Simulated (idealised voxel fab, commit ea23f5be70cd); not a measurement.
A process module follows: voxel gate over fins.
280 nm wide, 5 nm square cells: that's cross-section cut.
Just so we're on the same page, the cross-sections are grids of square cells, and they're listed out in bands top to bottom, each band one or more rows deep. Heights first: top, then bottom, in nm. Then materials, left to right, each with a width in nm. "edge to edge" on a single material: fills the band edge to edge. "air": empty space. All heights in this document are referenced to 0, defined as the level beneath which the wafer, as received, consists entirely of one material. The lowest band is not bounded below; it extends indefinitely downward and is written in the form "z 0 and below". Read "30 to 40" as a graded width: first number on top, second number at the bottom, same change between each pair of neighbouring rows. Any step labelled "no modification" changed none of the cells in the cross-section. Listed in "Closed void list": every empty space of 8 or more cells without an open way to the top. Form: width x height at distance, the distance being from the left edge, all in nm. The remark found on a step's line after its settings is issued by the simulator itself and pertains to that step. overlay nm, on a step with a mask: how far to the right of its planned place the mask lay; to the left if negative.

Set out below are the planned steps of the process:
step 1: RECEIVE | material Si
step 2: CONFORMAL_DEP | material SiN | thk nm 10
step 3: DIRECTIONAL_DEP | material aC | thk nm 15
step 4: PATTERN | tone cover | mask id FINS | material resist | width nm 15 | pitch nm 50 | thk nm 30 | overlay nm 0
step 5: DIRECTIONAL_ETCH | etch materials aC | depth nm 15
step 6: STRIP | etch materials resist
step 7: DIRECTIONAL_ETCH | etch materials SiN | depth nm 10
step 8: DIRECTIONAL_ETCH | etch materials Si | depth nm 30
step 9: STRIP | etch materials aC
step 10: OXIDIZE | depth nm 5
step 11: FILL_DEP | material SiO2 | thk nm 15
step 12: CMP | height nm 10
step 13: MASKED_ETCH | tone open | mask id RAIL | width nm 15 | etch materials SiO2 | depth nm 35 | overlay nm 0
step 14: CONFORMAL_DEP | material TiN | thk nm 5
step 15: FILL_DEP | material W | thk nm 5
step 16: CMP | height nm 10
step 17: SELECTIVE_ETCH | etch materials W Ru TiN | depth nm 25
step 18: FILL_DEP | material SiO2 | thk nm 5
step 19: CMP | height nm 10
step 20: SELECTIVE_ETCH | etch materials SiO2 | depth nm 20
step 21: STRIP | etch materials SiN
step 22: CONFORMAL_DEP | material HfO2 | thk nm 5
step 23: CONFORMAL_DEP | material TiN | thk nm 5
step 24: FILL_DEP | material W | thk nm 15
step 25: CMP | height nm 20
step 26: CONFORMAL_DEP | material SiN | thk nm 5

So this is the incoming wafer in cross-section - it's already been through step 1:
- z 0 and below: Si edge to edge
- Closed void list: none

The plan above was carried out on the starting structure above with one mistake, and this cross-section shows the wafer at the end of the module:
- z 25 to 20: SiN edge to edge
- z 20 to 10: W edge to edge
- z 10 to 5: W (50); TiN (25); W (25); TiN (25); W (25); TiN (25); W (25); TiN (25); W (55)
- z 5 to 0: W (50); TiN (5); HfO2 (15); TiN (5); W (25); TiN (5); HfO2 (15); TiN (5); W (25); TiN (5); HfO2 (15); TiN (5); W (25); TiN (5); HfO2 (15); TiN (5); W (55)
- z 0 to -5: W (50); TiN (5); HfO2 (5); Si (5); HfO2 (5); TiN (5); W (25); TiN (5); HfO2 (5); Si (5); HfO2 (5); TiN (5); W (25); TiN (5); HfO2 (5); Si (5); HfO2 (5); TiN (5); W (25); TiN (5); HfO2 (5); Si (5); HfO2 (5); TiN (5); W (55)
- z -5 to -10: W (50); TiN (5); HfO2 (5); Si (5); HfO2 (5); TiN (35); HfO2 (5); Si (5); HfO2 (5); TiN (5); W (25); TiN (5); HfO2 (5); Si (5); HfO2 (5); TiN (5); W (25); TiN (5); HfO2 (5); Si (5); HfO2 (5); TiN (5); W (55)
- z -10 to -15: W (50); TiN (5); HfO2 (5); Si (5); HfO2 (5); TiN (5); HfO2 (25); TiN (5); HfO2 (5); Si (5); HfO2 (5); TiN (5); W (25); TiN (5); HfO2 (5); Si (5); HfO2 (5); TiN (5); W (25); TiN (5); HfO2 (5); Si (5); HfO2 (5); TiN (5); W (55)
- z -15 to -20: W (50); TiN (5); HfO2 (5); Si (5); HfO2 (5); TiN (5); HfO2 (5); TiN (5); W (5); TiN (5); HfO2 (5); TiN (5); HfO2 (5); Si (5); HfO2 (5); TiN (5); W (25); TiN (5); HfO2 (5); Si (5); HfO2 (5); TiN (5); W (25); TiN (5); HfO2 (5); Si (5); HfO2 (5); TiN (5); W (55)
- z -20 to -25: TiN (55); HfO2 (5); Si (5); HfO2 (5); TiN (5); HfO2 (5); TiN (15); HfO2 (5); TiN (5); HfO2 (5); Si (5); HfO2 (5); TiN (35); HfO2 (5); Si (5); HfO2 (5); TiN (35); HfO2 (5); Si (5); HfO2 (5); TiN (60)
- z -25 to -30: HfO2 (60); Si (5); HfO2 (20); SiO2 (5); HfO2 (20); Si (5); HfO2 (45); Si (5); HfO2 (45); Si (5); HfO2 (65)
- z -30 to -35: SiO2 (60); Si (5); SiO2 (45); Si (5); SiO2 (45); Si (5); SiO2 (45); Si (5); SiO2 (65)
- z -35 and below: Si edge to edge
- Closed void list: none
Short version of what went wrong: step 20 in the plan was executed twice
